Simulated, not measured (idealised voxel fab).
Process module under the name voxel ribs on slabs
Section shown: cut. Width: 150 nm. Cell size: 5 nm, square.
A cross-section in this document is a grid of square cells, and it is written down as bands, the top band listed before the ones below it; a band is made up of one or more rows of cells.
For a band, the entry starts with two heights in nm, that of the top and then that of the bottom, and carries on with the band's materials in order from left to right, each alongside its width in nm; the word "full width" beside a single material means it fills the band edge to edge, and "air" means empty space.
For the purposes of this specification, 0 denotes the height below which the wafer in its as-received condition is composed wholly of one material, and the lowermost band, lacking a lower limit, extends downward without end, as expressed in "0 nm and below".
A width such as "30->40" changes by the same amount from each row of cells to the next, from the band's top row to its bottom row.
The cross-section has no changed cell in any step marked "nothing different".
Entry "Sealed void listing". Content: empty spaces with no open connection to the top, size 8 cells or greater. Each: width x height at distance. Distance: from left edge. Unit: nm.
Past the settings on a step's line: simulator remark, on that step.
overlay nm: how far to the right of its planned place the mask lay on this masked step (negative: to the left).

## The steps planned for the process are as follows
1 RECEIVE | material Si
2 DIRECTIONAL_DEP | material SiO2 | thk nm 25
3 DIRECTIONAL_DEP | material polySi | thk nm 15
4 DIRECTIONAL_DEP | material aC | thk nm 10
5 PATTERN | tone cover | mask id RIB | material resist | width nm 25 | thk nm 25 | overlay nm 0
6 DIRECTIONAL_ETCH | etch materials aC | depth nm 10
7 STRIP | etch materials resist
8 DIRECTIONAL_ETCH | etch materials polySi | depth nm 10
9 STRIP | etch materials aC
10 PATTERN | tone cover | mask id SLAB | material resist | width nm 75 | thk nm 20 | overlay nm 0
11 DIRECTIONAL_ETCH | etch materials polySi | depth nm 5
12 STRIP | etch materials resist
13 FILL_DEP | material SiO2 | thk nm 25
14 CMP | height nm 60
15 DIRECTIONAL_DEP | material W | thk nm 5
16 DIRECTIONAL_DEP | material aC | thk nm 15
17 PATTERN | tone cover | mask id HEATER | material resist | width nm 35 | thk nm 30 | overlay nm 0
18 DIRECTIONAL_ETCH | etch materials aC | depth nm 15
19 STRIP | etch materials resist
20 DIRECTIONAL_ETCH | etch materials W | depth nm 5
21 STRIP | etch materials aC
22 CONFORMAL_DEP | material SiO2 | thk nm 5
For clarity, it should be stated that the wafers under discussion commence in an identical condition and differ with respect to the width nm of step 10, the plan indicating the value that the first wafer had.

## The first of several wafers, as received after step 1, seen in section
* 0 nm and below = Si full width
* Sealed void listing: none

## First of several wafers, sectioned at end of module (last step: step 22)
* 70 nm to 65 nm = 50 of air | 45 of SiO2 | 55 of air
* 65 nm to 60 nm = 55 of SiO2 | 35 of W | 60 of SiO2
* 60 nm to 40 nm = SiO2 full width
* 40 nm to 30 nm = 60 of SiO2 | 25 of polySi | 65 of SiO2
* 30 nm to 25 nm = 35 of SiO2 | 75 of polySi | 40 of SiO2
* 25 nm to 0 nm = SiO2 full width
* 0 nm and below = Si full width
* Sealed void listing: none

## Sectional view of the last wafer upon completion of the module
* 70 nm to 65 nm = 50 of air | 45 of SiO2 | 55 of air
* 65 nm to 60 nm = 55 of SiO2 | 35 of W | 60 of SiO2
* 60 nm to 40 nm = SiO2 full width
* 40 nm to 30 nm = 60 of SiO2 | 25 of polySi | 65 of SiO2
* 30 nm to 25 nm = 25 of SiO2 | 100 of polySi | 25 of SiO2
* 25 nm to 0 nm = SiO2 full width
* 0 nm and below = Si full width
* Sealed void listing: none

## Per wafer, end of module: cells gained (+) or lost (-) per material since receipt, then closed voids
width nm 75; +367 SiO2; +7 W; +25 polySi; Sealed void listing: none
width nm 80; +366 SiO2; +7 W; +26 polySi; Sealed void listing: none
width nm 85; +365 SiO2; +7 W; +27 polySi; Sealed void listing: none
width nm 90; +364 SiO2; +7 W; +28 polySi; Sealed void listing: none
width nm 95; +363 SiO2; +7 W; +29 polySi; Sealed void listing: none
width nm 100; +362 SiO2; +7 W; +30 polySi; Sealed void listing: none
